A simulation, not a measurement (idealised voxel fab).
Module name: voxel lift off (process module)
Section shown: cut. Width: 285 nm. Cell size: 5 nm, square.
The cross-sections in this document take the form of a grid made of square cells. They are written out as bands, in order from top to bottom. Each band consists of one or more rows of cells.
Within each band entry, the heights of the top and of the bottom of the band appear first, in that order and in nm; the materials of the band then follow from left to right, each with its corresponding width in nm. The designation "throughout" on a single material indicates that it fills the band from edge to edge; the designation "air" indicates empty space.
All heights in this document are referenced to 0, defined as the level beneath which the wafer, as received, consists entirely of one material. The lowest band is not bounded below; it extends indefinitely downward and is written in the form "top 0, no bottom".
The two numbers in a width such as "30->40" mark its ends across the band: the first belongs to the top row of cells, the second to the bottom row, and from each row to the next the width moves by the same amount.
For the purposes of this document, the phrase "nothing different" attached to a step denotes that no cell within the cross-section was modified by that step.
Entry "Listed closed voids" = empty spaces >= 8 cells with no open way to the top; each as width x height at distance, distance from left edge, all nm.
Text after the settings on a step's line: the simulator's own remark on that step.
The line of a step may include "overlay nm". On a step with a mask, this value is how far to the right of its planned place the mask lay. A negative value means the mask lay to the left.
The following list gives the planned process steps
1: RECEIVE | material Si
2: CONFORMAL_DEP | material SiO2 | thk nm 5
3: PATTERN | tone open | mask id LINES | material resist | width nm 15 | pitch nm 30 | thk nm 20 | overlay nm 0
4: DIRECTIONAL_DEP | material Ru | thk nm 10
5: STRIP | etch materials resist
6: CONFORMAL_DEP | material SiO2 | thk nm 5
Of two wafers, the first: run according to plan
Delivered wafer in cross-section: state after step 1
- top 0, no bottom = Si throughout
- Listed closed voids: none
Sectional view: wafer, after step 2
- top 5, bottom 0 = SiO2 throughout
- At heights below 0, the structure remains unaltered.
Sectional view: wafer, after step 3
- top 25, bottom 5 = 105 nm resist  15 nm air  15 nm resist  15 nm air  15 nm resist  15 nm air  105 nm resist
- At heights below 5, the structure remains unaltered.
Sectional view: wafer, after step 4
- top 35, bottom 25 = 105 nm Ru  15 nm air  15 nm Ru  15 nm air  15 nm Ru  15 nm air  105 nm Ru
- top 25, bottom 15 = 105 nm resist  15 nm air  15 nm resist  15 nm air  15 nm resist  15 nm air  105 nm resist
- top 15, bottom 5 = 105 nm resist  15 nm Ru  15 nm resist  15 nm Ru  15 nm resist  15 nm Ru  105 nm resist
- At heights below 5, the structure remains unaltered.
Sectional view: wafer, after step 5
- top 15, bottom 5 = 105 nm air  15 nm Ru  15 nm air  15 nm Ru  15 nm air  15 nm Ru  105 nm air
- At heights below 5, the structure remains unaltered.
Sectional view: wafer, after step 6
- top 20, bottom 15 = 100 nm air  25 nm SiO2  5 nm air  25 nm SiO2  5 nm air  25 nm SiO2  100 nm air
- top 15, bottom 10 = 100 nm air  5 nm SiO2  15 nm Ru  5 nm SiO2  5 nm air  5 nm SiO2  15 nm Ru  5 nm SiO2  5 nm air  5 nm SiO2  15 nm Ru  5 nm SiO2  100 nm air
- top 10, bottom 5 = 105 nm SiO2  15 nm Ru  15 nm SiO2  15 nm Ru  15 nm SiO2  15 nm Ru  105 nm SiO2
- At heights below 5, the structure remains unaltered.
Second Wafer (Identical Start and Plan, One Processing Error; Matches First Wafer Through Step 1)
Second wafer, sectioned view, at step 2's planned end time: nothing different
Second wafer, sectioned view, at step 3's planned end time
- top 20, bottom 0 = 105 nm resist  15 nm air  15 nm resist  15 nm air  15 nm resist  15 nm air  105 nm resist
- At heights below 0, the structure remains unaltered.
Second wafer, sectioned view, at step 4's planned end time
- top 30, bottom 20 = 105 nm Ru  15 nm air  15 nm Ru  15 nm air  15 nm Ru  15 nm air  105 nm Ru
- top 20, bottom 10 = 105 nm resist  15 nm air  15 nm resist  15 nm air  15 nm resist  15 nm air  105 nm resist
- top 10, bottom 0 = 105 nm resist  15 nm Ru  15 nm resist  15 nm Ru  15 nm resist  15 nm Ru  105 nm resist
- At heights below 0, the structure remains unaltered.
Second wafer, sectioned view, at step 5's planned end time
- top 10, bottom 0 = 105 nm air  15 nm Ru  15 nm air  15 nm Ru  15 nm air  15 nm Ru  105 nm air
- At heights below 0, the structure remains unaltered.
Second wafer, sectioned view, at step 6's planned end time
- top 15, bottom 10 = 100 nm air  25 nm SiO2  5 nm air  25 nm SiO2  5 nm air  25 nm SiO2  100 nm air
- top 10, bottom 5 = 100 nm air  5 nm SiO2  15 nm Ru  5 nm SiO2  5 nm air  5 nm SiO2  15 nm Ru  5 nm SiO2  5 nm air  5 nm SiO2  15 nm Ru  5 nm SiO2  100 nm air
- top 5, bottom 0 = 105 nm SiO2  15 nm Ru  15 nm SiO2  15 nm Ru  15 nm SiO2  15 nm Ru  105 nm SiO2
- At heights below 0, the structure remains unaltered.
What went wrong in running the wafer? heads up, step 2 of the plan was skipped and never actually ran
Final cells, second wafer relative to first, materials higher or lower: SiO2 -57
